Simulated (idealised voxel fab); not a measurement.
A process module follows: voxel capacitor over wiring.
Each square cell in cross-section cut measures 5 nm, and the section as a whole is 200 nm wide.
Heads up, the way a cross-section reads in here is a grid of square cells, handed over as bands from the top down, with every band being one or more rows of cells.
Band entry format. Leading values: height of top, height of bottom, nm. Remainder: materials in left-to-right order, each with its width in nm. Special words: "everywhere" on a single material, which then fills the band edge to edge; "air", empty space.
All heights in this document are referenced to 0, defined as the level beneath which the wafer, as received, consists entirely of one material. The lowest band is not bounded below; it extends indefinitely downward and is written in the form "top 0, no bottom".
You'd read "30..40" like this: the band's top row of cells is as wide as the first number, its bottom row is as wide as the second, and going down, every row changes width by the same amount as the row before did.
Any step labelled "nothing altered" changed none of the cells in the cross-section.
Under "Voids, fully enclosed" you'll find the enclosed gaps, the ones with no way out to the top, that are 8 cells or bigger; each reads width x height at distance, with distance counted from the left edge, everything in nm.
It should be noted that, on the line of a given step, the content following the step's settings is a remark produced by the simulator itself with respect to that step.
The "overlay nm" setting may appear on a step's line; for a step that uses a mask, it gives how far to the right of its planned position the mask lay, and a negative value indicates the left.
**The process steps that were planned are listed below**
- 1: RECEIVE, material Si
- 2: CONFORMAL_DEP, material SiO2, thk nm 15
- 3: CONFORMAL_DEP, material SiCN, thk nm 5
- 4: DIRECTIONAL_DEP, material lowk, thk nm 20
- 5: PATTERN, tone open, mask id METAL_1, material resist, width nm 30, pitch nm 80, thk nm 20, overlay nm 0
- 6: DIRECTIONAL_ETCH, etch materials lowk, depth nm 20
- 7: DIRECTIONAL_ETCH, etch materials SiCN, depth nm 5
- 8: STRIP, etch materials resist
- 9: CONFORMAL_DEP, material TiN, thk nm 5
- 10: FILL_DEP, material Cu, thk nm 5
- 11: CMP, height nm 40
- 12: CONFORMAL_DEP, material SiCN, thk nm 5
- 13: DIRECTIONAL_DEP, material lowk, thk nm 10
- 14: MASKED_ETCH, tone open, mask id PLUG_1, width nm 15, etch materials lowk, depth nm 10, overlay nm 0
- 15: MASKED_ETCH, tone open, mask id PLUG_1, width nm 15, etch materials SiCN, depth nm 5, overlay nm 0
- 16: EPI, material Ru, thk nm 10
- 17: EPI, material Ru, thk nm 5
- 18: DIRECTIONAL_DEP, material TiN, thk nm 10
- 19: DIRECTIONAL_DEP, material Al2O3, thk nm 5
- 20: DIRECTIONAL_DEP, material TiN, thk nm 5
- 21: PATTERN, tone cover, mask id UPPER_PLATE, material resist, width nm 55, thk nm 15, overlay nm 0
- 22: DIRECTIONAL_ETCH, etch materials TiN, depth nm 5
- 23: DIRECTIONAL_ETCH, etch materials Al2O3, depth nm 5
- 24: STRIP, etch materials resist
- 25: MASKED_ETCH, tone cover, mask id LOWER_PLATE, width nm 65, etch materials TiN, depth nm 10, overlay nm 0
- 26: FILL_DEP, material SiO2, thk nm 15
- 27: CMP, height nm 85
- 28: PATTERN, tone open, mask id PLUG_2, material resist, width nm 15, thk nm 15, overlay nm 0
- 29: DIRECTIONAL_ETCH, etch materials SiO2, depth nm 10
- 30: STRIP, etch materials resist
- 31: CONFORMAL_DEP, material TiN, thk nm 5
- 32: FILL_DEP, material W, thk nm 10
- 33: CMP, height nm 85
- 34: CONFORMAL_DEP, material SiN, thk nm 5
**as received, after step 1**
- top 0, no bottom  Si everywhere
- Voids, fully enclosed: none
**Module complete - cross-section of the first of two wafers, run according to plan**
- top 90, bottom 85  SiN everywhere
- top 85, bottom 80  SiO2 70; TiN 5; W 5; TiN 5; SiO2 115
- top 80, bottom 70  SiO2 70..60; TiN 15..55; SiO2 115..85
- top 70, bottom 65  SiO2 60; Al2O3 55; SiO2 85
- top 65, bottom 55  SiO2 55; TiN 65; SiO2 80
- top 55, bottom 45  lowk 60; Ru 15; lowk 125
- top 45, bottom 40  SiCN 60; Ru 15; SiCN 125
- top 40, bottom 20  lowk 45; TiN 5; Cu 20; TiN 5; lowk 50; TiN 5; Cu 20; TiN 5; lowk 45
- top 20, bottom 15  SiCN 45; TiN 30; SiCN 50; TiN 30; SiCN 45
- top 15, bottom 0  SiO2 everywhere
- top 0, no bottom  Si everywhere
- Voids, fully enclosed: none
**Cross-section, wafer two of two, end of module: same start and plan as wafer one, one error in execution**
- top 90, bottom 85  SiN everywhere
- top 85, bottom 80  SiO2 70; TiN 5; W 5; TiN 5; SiO2 115
- top 80, bottom 70  SiO2 70..60; TiN 15..55; SiO2 115..85
- top 70, bottom 60  SiO2 55; TiN 65; SiO2 80
- top 60, bottom 55  Al2O3 everywhere
- top 55, bottom 45  lowk 60; Ru 15; lowk 125
- top 45, bottom 40  SiCN 60; Ru 15; SiCN 125
- top 40, bottom 20  lowk 45; TiN 5; Cu 20; TiN 5; lowk 50; TiN 5; Cu 20; TiN 5; lowk 45
- top 20, bottom 15  SiCN 45; TiN 30; SiCN 50; TiN 30; SiCN 45
- top 15, bottom 0  SiO2 everywhere
- top 0, no bottom  Si everywhere
- Voids, fully enclosed: none
what went wrong: steps 18 and 19: order swapped relative to plan
Upon completion, the second wafer contains, in terms of cells, a greater or smaller amount of certain materials than the first wafer: Al2O3 +29; SiO2 -29
